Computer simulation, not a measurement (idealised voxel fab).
process module | voxel capacitor over wiring
cross-section cut | 195 nm wide | cells 5 nm
A cross-section is a grid of square cells, given in bands from the top down. A band is one or more rows of cells.
Each band's line starts with the height of the band's top and of its bottom, in nm. Then come its materials from left to right, each with its width in nm. One material with "throughout" fills the band from edge to edge. "air" is empty space.
Height 0 is the level under which the wafer as received is all one material. The lowest band goes on downwards, as in "0 down".
A width such as "30 to 40" changes by the same amount from each row of cells to the next, from the band's top row to its bottom row.
"no change" after a step means that no cell of the cross-section changed.
closed voids: empty space of 8 cells or more with no open way to the top, each as width x height at its distance from the left edge, in nm
after a step's settings: what the simulator itself notes on the step
overlay nm, on a step with a mask: how far to the right of its planned place the mask lay; to the left if negative
Each pair below shows a cross-section before one step and the cross-section after it, down to the lowest band that changed. The line under each pair gives the step between them, with its settings. The pairs can come from different runs of this module on the same starting wafer, so a pair continues from the pair above only where its "before" says so.
before
  0 down: Si throughout
  closed voids: none
after
  10 to 0: SiO2 throughout
  below 0: unchanged
  closed voids: none
the step between: op CONFORMAL_DEP | material SiO2 | thk nm 10
before: the cross-section after the pair above
after
  15 to 10: TiN throughout
  below 10: unchanged
  closed voids: none
the step between: op DIRECTIONAL_DEP | material TiN | thk nm 5
before: the cross-section after the pair above
after
  40 to 15: W throughout
  below 15: unchanged
  closed voids: none
the step between: op DIRECTIONAL_DEP | material W | thk nm 25
before: the cross-section after the pair above
after
  55 to 40: air 40 | resist 25 | air 65 | resist 25 | air 40
  below 40: unchanged
  closed voids: none
the step between: op PATTERN | tone cover | mask id METAL_1 | material resist | width nm 25 | pitch nm 90 | thk nm 15 | overlay nm 0
before: the cross-section after the pair above
after
  55 to 40: air 40 | resist 25 | air 65 | resist 25 | air 40
  40 to 15: air 40 | W 25 | air 65 | W 25 | air 40
  below 15: unchanged
  closed voids: none
the step between: op DIRECTIONAL_ETCH | etch materials W | depth nm 25
before: the cross-section after the pair above
after
  55 to 40: air 40 | resist 25 | air 65 | resist 25 | air 40
  40 to 15: air 40 | W 25 | air 65 | W 25 | air 40
  15 to 10: air 40 | TiN 25 | air 65 | TiN 25 | air 40
  below 10: unchanged
  closed voids: none
the step between: op DIRECTIONAL_ETCH | etch materials TiN | depth nm 5
before: the cross-section after the pair above
after
  40 to 15: air 40 | W 25 | air 65 | W 25 | air 40
  below 15: unchanged
  closed voids: none
the step between: op STRIP | etch materials resist
before: the cross-section after the pair above
after
  45 to 40: air 35 | SiN 35 | air 55 | SiN 35 | air 35
  40 to 15: air 35 | SiN 5 | W 25 | SiN 5 | air 55 | SiN 5 | W 25 | SiN 5 | air 35
  15 to 10: SiN 40 | TiN 25 | SiN 65 | TiN 25 | SiN 40
  below 10: unchanged
  closed voids: none
the step between: op CONFORMAL_DEP | material SiN | thk nm 5
before: the cross-section after the pair above
after
  50 to 45: SiO2 throughout
  45 to 40: SiO2 35 | SiN 35 | SiO2 55 | SiN 35 | SiO2 35
  40 to 15: SiO2 35 | SiN 5 | W 25 | SiN 5 | SiO2 55 | SiN 5 | W 25 | SiN 5 | SiO2 35
  below 15: unchanged
  closed voids: none
the step between: op FILL_DEP | material SiO2 | thk nm 5
before: the cross-section after the pair above
after
  40 to 15: SiO2 35 | SiN 5 | W 25 | SiN 5 | SiO2 55 | SiN 5 | W 25 | SiN 5 | SiO2 35
  below 15: unchanged
  closed voids: none
the step between: op CMP | height nm 40
before: the cross-section after the pair above
after
  45 to 40: SiCN throughout
  below 40: unchanged
  closed voids: none
the step between: op CONFORMAL_DEP | material SiCN | thk nm 5
before: the cross-section after the pair above
after
  65 to 45: SiO2 throughout
  below 45: unchanged
  closed voids: none
the step between: op DIRECTIONAL_DEP | material SiO2 | thk nm 20
before: the cross-section after the pair above
after
  80 to 65: aC throughout
  below 65: unchanged
  closed voids: none
the step between: op DIRECTIONAL_DEP | material aC | thk nm 15
before: the cross-section after the pair above
after
  115 to 80: resist 50 | air 15 | resist 130
  below 80: unchanged
  closed voids: none
the step between: op PATTERN | tone open | mask id PLUG_1 | material resist | width nm 15 | thk nm 35 | overlay nm 0
before: the cross-section after the pair above
after
  100 to 80: resist 50 | air 15 | resist 130
  80 to 65: aC 50 | air 15 | aC 130
  below 65: unchanged
  closed voids: none
the step between: op DIRECTIONAL_ETCH | etch materials aC | depth nm 15
before: the cross-section after the pair above
after
  80 to 65: aC 50 | air 15 | aC 130
  below 65: unchanged
  closed voids: none
the step between: op STRIP | etch materials resist
before: the cross-section after the pair above
after
  80 to 65: aC 50 | air 15 | aC 130
  65 to 45: SiO2 50 | air 15 | SiO2 130
  below 45: unchanged
  closed voids: none
the step between: op DIRECTIONAL_ETCH | etch materials SiO2 | depth nm 20
before: the cross-section after the pair above
after
  80 to 65: aC 50 | air 15 | aC 130
  65 to 45: SiO2 50 | air 15 | SiO2 130
  45 to 40: SiCN 50 | air 15 | SiCN 130
  below 40: unchanged
  closed voids: none
the step between: op DIRECTIONAL_ETCH | etch materials SiCN | depth nm 5
before: the cross-section after the pair above
after
  65 to 45: SiO2 50 | air 15 | SiO2 130
  below 45: unchanged
  closed voids: none
the step between: op STRIP | etch materials aC
before: the cross-section after the pair above
after
  65 to 50: SiO2 50 | air 15 | SiO2 130
  50 to 45: SiO2 50 | Ru 15 | SiO2 130
  45 to 40: SiCN 50 | Ru 15 | SiCN 130
  below 40: unchanged
  closed voids: none
the step between: op EPI | material Ru | thk nm 10
before: the cross-section after the pair above
after
  65 to 60: SiO2 50 | air 15 | SiO2 130
  60 to 45: SiO2 50 | Ru 15 | SiO2 130
  below 45: unchanged
  closed voids: none
the step between: op EPI | material Ru | thk nm 10
before: the cross-section after the pair above
after
  65 to 45: SiO2 50 | Ru 15 | SiO2 130
  below 45: unchanged
  closed voids: none
the step between: op EPI | material Ru | thk nm 5
before: the cross-section after the pair above
after
  70 to 65: TiN throughout
  below 65: unchanged
  closed voids: none
the step between: op DIRECTIONAL_DEP | material TiN | thk nm 5
before: the cross-section after the pair above
after
  75 to 70: Al2O3 throughout
  below 70: unchanged
  closed voids: none
the step between: op DIRECTIONAL_DEP | material Al2O3 | thk nm 5
before: the cross-section after the pair above
after
  85 to 75: TiN throughout
  below 75: unchanged
  closed voids: none
the step between: op DIRECTIONAL_DEP | material TiN | thk nm 10
before: the cross-section after the pair above
after
  85 to 75: air 50 | TiN 70 | air 75
  below 75: unchanged
  closed voids: none
the step between: op MASKED_ETCH | tone cover | mask id UPPER_PLATE | width nm 70 | etch materials TiN | depth nm 10 | overlay nm 0
before: the cross-section after the pair above
after
  85 to 75: air 50 | TiN 70 | air 75
  75 to 70: air 50 | Al2O3 70 | air 75
  below 70: unchanged
  closed voids: none
the step between: op MASKED_ETCH | tone cover | mask id UPPER_PLATE | width nm 70 | etch materials Al2O3 | depth nm 5 | overlay nm 0
before: the cross-section after the pair above
after
  85 to 75: air 50 | TiN 70 | air 75
  75 to 70: air 50 | Al2O3 70 | air 75
  70 to 65: air 45 | TiN 80 | air 70
  below 65: unchanged
  closed voids: none
the step between: op MASKED_ETCH | tone cover | mask id LOWER_PLATE | width nm 80 | etch materials TiN | depth nm 5 | overlay nm 0
before: the cross-section after the pair above
after
  105 to 85: SiO2 throughout
  85 to 75: SiO2 50 | TiN 70 | SiO2 75
  75 to 70: SiO2 50 | Al2O3 70 | SiO2 75
  70 to 65: SiO2 45 | TiN 80 | SiO2 70
  below 65: unchanged
  closed voids: none
the step between: op FILL_DEP | material SiO2 | thk nm 20
before: the cross-section after the pair above
after
  100 to 85: SiO2 throughout
  below 85: unchanged
  closed voids: none
the step between: op CMP | height nm 100
before: the cross-section after the pair above
after
  100 to 85: SiO2 60 | air 15 | SiO2 120
  below 85: unchanged
  closed voids: none
the step between: op MASKED_ETCH | tone open | mask id PLUG_2 | width nm 15 | etch materials SiO2 | depth nm 15 | overlay nm 0
before: the cross-section after the pair above
after
  105 to 100: TiN 65 | air 5 | TiN 125
  100 to 90: SiO2 60 | TiN 5 | air 5 | TiN 5 | SiO2 120
  90 to 85: SiO2 60 | TiN 15 | SiO2 120
  below 85: unchanged
  closed voids: none
the step between: op CONFORMAL_DEP | material TiN | thk nm 5
before: the cross-section after the pair above
after
  110 to 105: Ru throughout
  105 to 100: TiN 65 | Ru 5 | TiN 125
  100 to 90: SiO2 60 | TiN 5 | Ru 5 | TiN 5 | SiO2 120
  below 90: unchanged
  closed voids: none
the step between: op FILL_DEP | material Ru | thk nm 5
before: the cross-section after the pair above
after
  100 to 90: SiO2 60 | TiN 5 | Ru 5 | TiN 5 | SiO2 120
  below 90: unchanged
  closed voids: none
the step between: op CMP | height nm 100
before: the cross-section after the pair above
after
  105 to 100: SiCN throughout
  below 100: unchanged
  closed voids: none
the step between: op CONFORMAL_DEP | material SiCN | thk nm 5
before
  10 to 0: SiO2 throughout
  0 down: Si throughout
  closed voids: none
after
  35 to 10: W throughout
  below 10: unchanged
  closed voids: none
the step between: op DIRECTIONAL_DEP | material W | thk nm 25
before: the cross-section after the pair above
after
  50 to 35: air 40 | resist 25 | air 65 | resist 25 | air 40
  below 35: unchanged
  closed voids: none
the step between: op PATTERN | tone cover | mask id METAL_1 | material resist | width nm 25 | pitch nm 90 | thk nm 15 | overlay nm 0
before: the cross-section after the pair above
after
  50 to 35: air 40 | resist 25 | air 65 | resist 25 | air 40
  35 to 10: air 40 | W 25 | air 65 | W 25 | air 40
  below 10: unchanged
  closed voids: none
the step between: op DIRECTIONAL_ETCH | etch materials W | depth nm 25
before: the cross-section after the pair above
after
  35 to 10: air 40 | W 25 | air 65 | W 25 | air 40
  below 10: unchanged
  closed voids: none
the step between: op STRIP | etch materials resist
before: the cross-section after the pair above
after
  40 to 35: air 35 | SiN 35 | air 55 | SiN 35 | air 35
  35 to 15: air 35 | SiN 5 | W 25 | SiN 5 | air 55 | SiN 5 | W 25 | SiN 5 | air 35
  15 to 10: SiN 40 | W 25 | SiN 65 | W 25 | SiN 40
  below 10: unchanged
  closed voids: none
the step between: op CONFORMAL_DEP | material SiN | thk nm 5
before: the cross-section after the pair above
after
  45 to 40: SiO2 throughout
  40 to 35: SiO2 35 | SiN 35 | SiO2 55 | SiN 35 | SiO2 35
  35 to 15: SiO2 35 | SiN 5 | W 25 | SiN 5 | SiO2 55 | SiN 5 | W 25 | SiN 5 | SiO2 35
  below 15: unchanged
  closed voids: none
the step between: op FILL_DEP | material SiO2 | thk nm 5
before: the cross-section after the pair above
after
  40 to 35: SiO2 35 | SiN 35 | SiO2 55 | SiN 35 | SiO2 35
  below 35: unchanged
  closed voids: none
the step between: op CMP | height nm 40
before: the cross-section after the pair above
after
  45 to 40: SiCN throughout
  below 40: unchanged
  closed voids: none
the step between: op CONFORMAL_DEP | material SiCN | thk nm 5
before: the cross-section after the pair above
after
  65 to 45: SiO2 throughout
  below 45: unchanged
  closed voids: none
the step between: op DIRECTIONAL_DEP | material SiO2 | thk nm 20
before: the cross-section after the pair above
after
  80 to 65: aC throughout
  below 65: unchanged
  closed voids: none
the step between: op DIRECTIONAL_DEP | material aC | thk nm 15
before: the cross-section after the pair above
after
  115 to 80: resist 50 | air 15 | resist 130
  below 80: unchanged
  closed voids: none
the step between: op PATTERN | tone open | mask id PLUG_1 | material resist | width nm 15 | thk nm 35 | overlay nm 0
before: the cross-section after the pair above
after
  100 to 80: resist 50 | air 15 | resist 130
  80 to 65: aC 50 | air 15 | aC 130
  below 65: unchanged
  closed voids: none
the step between: op DIRECTIONAL_ETCH | etch materials aC | depth nm 15
before: the cross-section after the pair above
after
  80 to 65: aC 50 | air 15 | aC 130
  below 65: unchanged
  closed voids: none
the step between: op STRIP | etch materials resist
before: the cross-section after the pair above
after
  80 to 65: aC 50 | air 15 | aC 130
  65 to 45: SiO2 50 | air 15 | SiO2 130
  below 45: unchanged
  closed voids: none
the step between: op DIRECTIONAL_ETCH | etch materials SiO2 | depth nm 20
before: the cross-section after the pair above
after
  80 to 65: aC 50 | air 15 | aC 130
  65 to 45: SiO2 50 | air 15 | SiO2 130
  45 to 40: SiCN 50 | air 15 | SiCN 130
  below 40: unchanged
  closed voids: none
the step between: op DIRECTIONAL_ETCH | etch materials SiCN | depth nm 5
before: the cross-section after the pair above
after
  65 to 45: SiO2 50 | air 15 | SiO2 130
  below 45: unchanged
  closed voids: none
the step between: op STRIP | etch materials aC
before: the cross-section after the pair above
after
  70 to 65: TiN 50 | air 15 | TiN 130
  65 to 45: SiO2 50 | air 15 | SiO2 130
  45 to 40: SiCN 50 | TiN 15 | SiCN 130
  below 40: unchanged
  closed voids: none
the step between: op DIRECTIONAL_DEP | material TiN | thk nm 5
before: the cross-section after the pair above
after
  75 to 70: Al2O3 50 | air 15 | Al2O3 130
  70 to 65: TiN 50 | air 15 | TiN 130
  65 to 50: SiO2 50 | air 15 | SiO2 130
  50 to 45: SiO2 50 | Al2O3 15 | SiO2 130
  below 45: unchanged
  closed voids: none
the step between: op DIRECTIONAL_DEP | material Al2O3 | thk nm 5
before: the cross-section after the pair above
after
  85 to 75: TiN 50 | air 15 | TiN 130
  75 to 70: Al2O3 50 | air 15 | Al2O3 130
  70 to 65: TiN 50 | air 15 | TiN 130
  65 to 60: SiO2 50 | air 15 | SiO2 130
  60 to 50: SiO2 50 | TiN 15 | SiO2 130
  below 50: unchanged
  closed voids: none
the step between: op DIRECTIONAL_DEP | material TiN | thk nm 10
before: the cross-section after the pair above
after
  85 to 75: air 65 | TiN 55 | air 75
  below 75: unchanged
  closed voids: none
the step between: op MASKED_ETCH | tone cover | mask id UPPER_PLATE | width nm 70 | etch materials TiN | depth nm 10 | overlay nm 0
before: the cross-section after the pair above
after
  85 to 75: air 65 | TiN 55 | air 75
  75 to 70: air 65 | Al2O3 55 | air 75
  below 70: unchanged
  closed voids: none
the step between: op MASKED_ETCH | tone cover | mask id UPPER_PLATE | width nm 70 | etch materials Al2O3 | depth nm 5 | overlay nm 0
before: the cross-section after the pair above
after
  85 to 75: air 65 | TiN 55 | air 75
  75 to 70: air 65 | Al2O3 55 | air 75
  70 to 65: air 45 | TiN 5 | air 15 | TiN 60 | air 70
  below 65: unchanged
  closed voids: none
the step between: op MASKED_ETCH | tone cover | mask id LOWER_PLATE | width nm 80 | etch materials TiN | depth nm 5 | overlay nm 0
before: the cross-section after the pair above
after
  105 to 85: SiO2 throughout
  85 to 75: SiO2 65 | TiN 55 | SiO2 75
  75 to 70: SiO2 65 | Al2O3 55 | SiO2 75
  70 to 65: SiO2 45 | TiN 5 | SiO2 15 | TiN 60 | SiO2 70
  65 to 60: SiO2 throughout
  below 60: unchanged
  closed voids: none
the step between: op FILL_DEP | material SiO2 | thk nm 20
before: the cross-section after the pair above
after
  100 to 85: SiO2 throughout
  below 85: unchanged
  closed voids: none
the step between: op CMP | height nm 100
before: the cross-section after the pair above
after
  100 to 85: SiO2 60 | air 15 | SiO2 120
  below 85: unchanged
  closed voids: none
the step between: op MASKED_ETCH | tone open | mask id PLUG_2 | width nm 15 | etch materials SiO2 | depth nm 15 | overlay nm 0
before: the cross-section after the pair above
after
  105 to 100: TiN 65 | air 5 | TiN 125
  100 to 90: SiO2 60 | TiN 5 | air 5 | TiN 5 | SiO2 120
  90 to 85: SiO2 60 | TiN 15 | SiO2 120
  below 85: unchanged
  closed voids: none
the step between: op CONFORMAL_DEP | material TiN | thk nm 5
before: the cross-section after the pair above
after
  110 to 105: Ru throughout
  105 to 100: TiN 65 | Ru 5 | TiN 125
  100 to 90: SiO2 60 | TiN 5 | Ru 5 | TiN 5 | SiO2 120
  below 90: unchanged
  closed voids: none
the step between: op FILL_DEP | material Ru | thk nm 5
before: the cross-section after the pair above
after
  100 to 90: SiO2 60 | TiN 5 | Ru 5 | TiN 5 | SiO2 120
  below 90: unchanged
  closed voids: none
the step between: op CMP | height nm 100
before: the cross-section after the pair above
after
  105 to 100: SiCN throughout
  below 100: unchanged
  closed voids: none
the step between: op CONFORMAL_DEP | material SiCN | thk nm 5
before
  65 to 45: SiO2 throughout
  45 to 40: SiCN throughout
  40 to 15: SiO2 35 | SiN 5 | W 25 | SiN 5 | SiO2 55 | SiN 5 | W 25 | SiN 5 | SiO2 35
  15 to 10: SiN 40 | TiN 25 | SiN 65 | TiN 25 | SiN 40
  10 to 0: SiO2 throughout
  0 down: Si throughout
  closed voids: none
after
  85 to 45: SiO2 throughout
  below 45: unchanged
  closed voids: none
the step between: op DIRECTIONAL_DEP | material SiO2 | thk nm 20
before: the cross-section after the pair above
after
  100 to 85: aC throughout
  below 85: unchanged
  closed voids: none
the step between: op DIRECTIONAL_DEP | material aC | thk nm 15
before: the cross-section after the pair above
after
  135 to 100: resist 50 | air 15 | resist 130
  below 100: unchanged
  closed voids: none
the step between: op PATTERN | tone open | mask id PLUG_1 | material resist | width nm 15 | thk nm 35 | overlay nm 0
before: the cross-section after the pair above
after
  120 to 100: resist 50 | air 15 | resist 130
  100 to 85: aC 50 | air 15 | aC 130
  below 85: unchanged
  closed voids: none
the step between: op DIRECTIONAL_ETCH | etch materials aC | depth nm 15
before: the cross-section after the pair above
after
  100 to 85: aC 50 | air 15 | aC 130
  below 85: unchanged
  closed voids: none
the step between: op STRIP | etch materials resist
before: the cross-section after the pair above
after
  100 to 85: aC 50 | air 15 | aC 130
  85 to 65: SiO2 50 | air 15 | SiO2 130
  below 65: unchanged
  closed voids: none
the step between: op DIRECTIONAL_ETCH | etch materials SiO2 | depth nm 20
before: the cross-section after the pair above
after
  85 to 65: SiO2 50 | air 15 | SiO2 130
  below 65: unchanged
  closed voids: none
the step between: op STRIP | etch materials aC
before: the cross-section after the pair above
after
  90 to 85: TiN 50 | air 15 | TiN 130
  85 to 70: SiO2 50 | air 15 | SiO2 130
  70 to 65: SiO2 50 | TiN 15 | SiO2 130
  below 65: unchanged
  closed voids: none
the step between: op DIRECTIONAL_DEP | material TiN | thk nm 5
before: the cross-section after the pair above
after
  95 to 90: Al2O3 50 | air 15 | Al2O3 130
  90 to 85: TiN 50 | air 15 | TiN 130
  85 to 75: SiO2 50 | air 15 | SiO2 130
  75 to 70: SiO2 50 | Al2O3 15 | SiO2 130
  below 70: unchanged
  closed voids: none
the step between: op DIRECTIONAL_DEP | material Al2O3 | thk nm 5
before: the cross-section after the pair above
after
  105 to 95: TiN 50 | air 15 | TiN 130
  95 to 90: Al2O3 50 | air 15 | Al2O3 130
  90 to 85: TiN 50 | air 15 | TiN 130
  85 to 75: SiO2 50 | TiN 15 | SiO2 130
  below 75: unchanged
  closed voids: none
the step between: op DIRECTIONAL_DEP | material TiN | thk nm 10
before: the cross-section after the pair above
after
  105 to 95: air 65 | TiN 55 | air 75
  below 95: unchanged
  closed voids: none
the step between: op MASKED_ETCH | tone cover | mask id UPPER_PLATE | width nm 70 | etch materials TiN | depth nm 10 | overlay nm 0
before: the cross-section after the pair above
after
  105 to 95: air 65 | TiN 55 | air 75
  95 to 90: air 65 | Al2O3 55 | air 75
  below 90: unchanged
  closed voids: none
the step between: op MASKED_ETCH | tone cover | mask id UPPER_PLATE | width nm 70 | etch materials Al2O3 | depth nm 5 | overlay nm 0
before: the cross-section after the pair above
after
  105 to 95: air 65 | TiN 55 | air 75
  95 to 90: air 65 | Al2O3 55 | air 75
  90 to 85: air 45 | TiN 5 | air 15 | TiN 60 | air 70
  below 85: unchanged
  closed voids: none
the step between: op MASKED_ETCH | tone cover | mask id LOWER_PLATE | width nm 80 | etch materials TiN | depth nm 5 | overlay nm 0
before: the cross-section after the pair above
after
  125 to 105: SiO2 throughout
  105 to 95: SiO2 65 | TiN 55 | SiO2 75
  95 to 90: SiO2 65 | Al2O3 55 | SiO2 75
  90 to 85: SiO2 45 | TiN 5 | SiO2 15 | TiN 60 | SiO2 70
  below 85: unchanged
  closed voids: none
the step between: op FILL_DEP | material SiO2 | thk nm 20
before: the cross-section after the pair above
after
  100 to 95: SiO2 65 | TiN 55 | SiO2 75
  below 95: unchanged
  closed voids: none
the step between: op CMP | height nm 100
before: the cross-section after the pair above
after
  100 to 95: SiO2 60 | air 5 | TiN 55 | SiO2 75
  95 to 90: SiO2 60 | air 5 | Al2O3 55 | SiO2 75
  90 to 85: SiO2 45 | TiN 5 | SiO2 10 | air 5 | TiN 60 | SiO2 70
  below 85: unchanged
  closed voids: none
the step between: op MASKED_ETCH | tone open | mask id PLUG_2 | width nm 15 | etch materials SiO2 | depth nm 15 | overlay nm 0
before: the cross-section after the pair above
after
  105 to 100: TiN throughout
  100 to 95: SiO2 60 | TiN 60 | SiO2 75
  95 to 90: SiO2 60 | TiN 5 | Al2O3 55 | SiO2 75
  90 to 85: SiO2 45 | TiN 5 | SiO2 10 | TiN 65 | SiO2 70
  below 85: unchanged
  closed voids: none
the step between: op CONFORMAL_DEP | material TiN | thk nm 5
before: the cross-section after the pair above
after
  110 to 105: Ru throughout
  below 105: unchanged
  closed voids: none
the step between: op FILL_DEP | material Ru | thk nm 5
before: the cross-section after the pair above
after
  100 to 95: SiO2 60 | TiN 60 | SiO2 75
  below 95: unchanged
  closed voids: none
the step between: op CMP | height nm 100
before: the cross-section after the pair above
after
  105 to 100: SiCN throughout
  below 100: unchanged
  closed voids: none
the step between: op CONFORMAL_DEP | material SiCN | thk nm 5
before
  35 to 10: W throughout
  10 to 0: SiO2 throughout
  0 down: Si throughout
  closed voids: none
after
  40 to 35: TiN throughout
  below 35: unchanged
  closed voids: none
the step between: op DIRECTIONAL_DEP | material TiN | thk nm 5
before: the cross-section after the pair above
after
  55 to 40: air 40 | resist 25 | air 65 | resist 25 | air 40
  below 40: unchanged
  closed voids: none
the step between: op PATTERN | tone cover | mask id METAL_1 | material resist | width nm 25 | pitch nm 90 | thk nm 15 | overlay nm 0
before: the cross-section after the pair above
after
  55 to 40: air 40 | resist 25 | air 65 | resist 25 | air 40
  40 to 35: air 40 | TiN 25 | air 65 | TiN 25 | air 40
  below 35: unchanged
  closed voids: none
the step between: op DIRECTIONAL_ETCH | etch materials TiN | depth nm 5
before: the cross-section after the pair above
after
  40 to 35: air 40 | TiN 25 | air 65 | TiN 25 | air 40
  below 35: unchanged
  closed voids: none
the step between: op STRIP | etch materials resist
before: the cross-section after the pair above
after
  45 to 40: air 35 | SiN 35 | air 55 | SiN 35 | air 35
  40 to 35: SiN 40 | TiN 25 | SiN 65 | TiN 25 | SiN 40
  below 35: unchanged
  closed voids: none
the step between: op CONFORMAL_DEP | material SiN | thk nm 5
before: the cross-section after the pair above
after
  50 to 45: SiO2 throughout
  45 to 40: SiO2 35 | SiN 35 | SiO2 55 | SiN 35 | SiO2 35
  below 40: unchanged
  closed voids: none
the step between: op FILL_DEP | material SiO2 | thk nm 5
before: the cross-section after the pair above
after
  40 to 35: SiN 40 | TiN 25 | SiN 65 | TiN 25 | SiN 40
  below 35: unchanged
  closed voids: none
the step between: op CMP | height nm 40
before: the cross-section after the pair above
after
  45 to 40: SiCN throughout
  below 40: unchanged
  closed voids: none
the step between: op CONFORMAL_DEP | material SiCN | thk nm 5
before: the cross-section after the pair above
after
  65 to 45: SiO2 throughout
  below 45: unchanged
  closed voids: none
the step between: op DIRECTIONAL_DEP | material SiO2 | thk nm 20
before: the cross-section after the pair above
after
  80 to 65: aC throughout
  below 65: unchanged
  closed voids: none
the step between: op DIRECTIONAL_DEP | material aC | thk nm 15
before: the cross-section after the pair above
after
  115 to 80: resist 50 | air 15 | resist 130
  below 80: unchanged
  closed voids: none
the step between: op PATTERN | tone open | mask id PLUG_1 | material resist | width nm 15 | thk nm 35 | overlay nm 0
before: the cross-section after the pair above
after
  100 to 80: resist 50 | air 15 | resist 130
  80 to 65: aC 50 | air 15 | aC 130
  below 65: unchanged
  closed voids: none
the step between: op DIRECTIONAL_ETCH | etch materials aC | depth nm 15
before: the cross-section after the pair above
after
  80 to 65: aC 50 | air 15 | aC 130
  below 65: unchanged
  closed voids: none
the step between: op STRIP | etch materials resist
before: the cross-section after the pair above
after
  80 to 65: aC 50 | air 15 | aC 130
  65 to 45: SiO2 50 | air 15 | SiO2 130
  below 45: unchanged
  closed voids: none
the step between: op DIRECTIONAL_ETCH | etch materials SiO2 | depth nm 20
before: the cross-section after the pair above
after
  80 to 65: aC 50 | air 15 | aC 130
  65 to 45: SiO2 50 | air 15 | SiO2 130
  45 to 40: SiCN 50 | air 15 | SiCN 130
  below 40: unchanged
  closed voids: none
the step between: op DIRECTIONAL_ETCH | etch materials SiCN | depth nm 5
before: the cross-section after the pair above
after
  65 to 45: SiO2 50 | air 15 | SiO2 130
  below 45: unchanged
  closed voids: none
the step between: op STRIP | etch materials aC
before: the cross-section after the pair above
after
  65 to 50: SiO2 50 | air 15 | SiO2 130
  50 to 45: SiO2 50 | Ru 15 | SiO2 130
  45 to 40: SiCN 50 | Ru 15 | SiCN 130
  below 40: unchanged
  closed voids: none
the step between: op EPI | material Ru | thk nm 10
before: the cross-section after the pair above
after
  65 to 60: SiO2 50 | air 15 | SiO2 130
  60 to 45: SiO2 50 | Ru 15 | SiO2 130
  below 45: unchanged
  closed voids: none
the step between: op EPI | material Ru | thk nm 10
before: the cross-section after the pair above
after
  65 to 45: SiO2 50 | Ru 15 | SiO2 130
  below 45: unchanged
  closed voids: none
the step between: op EPI | material Ru | thk nm 5
before: the cross-section after the pair above
after
  70 to 65: TiN throughout
  below 65: unchanged
  closed voids: none
the step between: op DIRECTIONAL_DEP | material TiN | thk nm 5
before: the cross-section after the pair above
after
  75 to 70: Al2O3 throughout
  below 70: unchanged
  closed voids: none
the step between: op DIRECTIONAL_DEP | material Al2O3 | thk nm 5
before: the cross-section after the pair above
after
  85 to 75: TiN throughout
  below 75: unchanged
  closed voids: none
the step between: op DIRECTIONAL_DEP | material TiN | thk nm 10
before: the cross-section after the pair above
after
  85 to 75: air 50 | TiN 70 | air 75
  below 75: unchanged
  closed voids: none
the step between: op MASKED_ETCH | tone cover | mask id UPPER_PLATE | width nm 70 | etch materials TiN | depth nm 10 | overlay nm 0
before: the cross-section after the pair above
after
  85 to 75: air 50 | TiN 70 | air 75
  75 to 70: air 50 | Al2O3 70 | air 75
  below 70: unchanged
  closed voids: none
the step between: op MASKED_ETCH | tone cover | mask id UPPER_PLATE | width nm 70 | etch materials Al2O3 | depth nm 5 | overlay nm 0
before: the cross-section after the pair above
after
  85 to 75: air 50 | TiN 70 | air 75
  75 to 70: air 50 | Al2O3 70 | air 75
  70 to 65: air 45 | TiN 80 | air 70
  below 65: unchanged
  closed voids: none
the step between: op MASKED_ETCH | tone cover | mask id LOWER_PLATE | width nm 80 | etch materials TiN | depth nm 5 | overlay nm 0
before: the cross-section after the pair above
after
  105 to 85: SiO2 throughout
  85 to 75: SiO2 50 | TiN 70 | SiO2 75
  75 to 70: SiO2 50 | Al2O3 70 | SiO2 75
  70 to 65: SiO2 45 | TiN 80 | SiO2 70
  below 65: unchanged
  closed voids: none
the step between: op FILL_DEP | material SiO2 | thk nm 20
before: the cross-section after the pair above
after
  100 to 85: SiO2 throughout
  below 85: unchanged
  closed voids: none
the step between: op CMP | height nm 100
before: the cross-section after the pair above
after
  100 to 85: SiO2 60 | air 15 | SiO2 120
  below 85: unchanged
  closed voids: none
the step between: op MASKED_ETCH | tone open | mask id PLUG_2 | width nm 15 | etch materials SiO2 | depth nm 15 | overlay nm 0
before: the cross-section after the pair above
after
  105 to 100: TiN 65 | air 5 | TiN 125
  100 to 90: SiO2 60 | TiN 5 | air 5 | TiN 5 | SiO2 120
  90 to 85: SiO2 60 | TiN 15 | SiO2 120
  below 85: unchanged
  closed voids: none
the step between: op CONFORMAL_DEP | material TiN | thk nm 5
before: the cross-section after the pair above
after
  110 to 105: Ru throughout
  105 to 100: TiN 65 | Ru 5 | TiN 125
  100 to 90: SiO2 60 | TiN 5 | Ru 5 | TiN 5 | SiO2 120
  below 90: unchanged
  closed voids: none
the step between: op FILL_DEP | material Ru | thk nm 5
before: the cross-section after the pair above
after
  100 to 90: SiO2 60 | TiN 5 | Ru 5 | TiN 5 | SiO2 120
  below 90: unchanged
  closed voids: none
the step between: op CMP | height nm 100
before: the cross-section after the pair above
after
  105 to 100: SiCN throughout
  below 100: unchanged
  closed voids: none
the step between: op CONFORMAL_DEP | material SiCN | thk nm 5
before
  100 to 90: SiO2 60 | TiN 5 | Ru 5 | TiN 5 | SiO2 120
  90 to 85: SiO2 60 | TiN 15 | SiO2 120
  85 to 75: SiO2 50 | TiN 70 | SiO2 75
  75 to 70: SiO2 50 | Al2O3 70 | SiO2 75
  70 to 65: SiO2 45 | TiN 80 | SiO2 70
  65 to 45: SiO2 50 | Ru 15 | SiO2 130
  45 to 40: SiCN 50 | Ru 15 | SiCN 130
  40 to 15: SiO2 35 | SiN 5 | W 25 | SiN 5 | SiO2 55 | SiN 5 | W 25 | SiN 5 | SiO2 35
  15 to 10: SiN 40 | TiN 25 | SiN 65 | TiN 25 | SiN 40
  10 to 0: SiO2 throughout
  0 down: Si throughout
  closed voids: none
after
  115 to 100: SiCN throughout
  below 100: unchanged
  closed voids: none
the step between: op CONFORMAL_DEP | material SiCN | thk nm 15
before
  80 to 65: aC throughout
  65 to 45: SiO2 throughout
  45 to 40: SiCN throughout
  40 to 15: SiO2 35 | SiN 5 | W 25 | SiN 5 | SiO2 55 | SiN 5 | W 25 | SiN 5 | SiO2 35
  15 to 10: SiN 40 | TiN 25 | SiN 65 | TiN 25 | SiN 40
  10 to 0: SiO2 throughout
  0 down: Si throughout
  closed voids: none
after
  115 to 80: resist 50 | air 20 | resist 125
  below 80: unchanged
  closed voids: none
the step between: op PATTERN | tone open | mask id PLUG_1 | material resist | width nm 20 | thk nm 35 | overlay nm 0
before: the cross-section after the pair above
after
  100 to 80: resist 50 | air 20 | resist 125
  80 to 65: aC 50 | air 20 | aC 125
  below 65: unchanged
  closed voids: none
the step between: op DIRECTIONAL_ETCH | etch materials aC | depth nm 15
before: the cross-section after the pair above
after
  80 to 65: aC 50 | air 20 | aC 125
  below 65: unchanged
  closed voids: none
the step between: op STRIP | etch materials resist
before: the cross-section after the pair above
after
  80 to 65: aC 50 | air 20 | aC 125
  65 to 45: SiO2 50 | air 20 | SiO2 125
  below 45: unchanged
  closed voids: none
the step between: op DIRECTIONAL_ETCH | etch materials SiO2 | depth nm 20
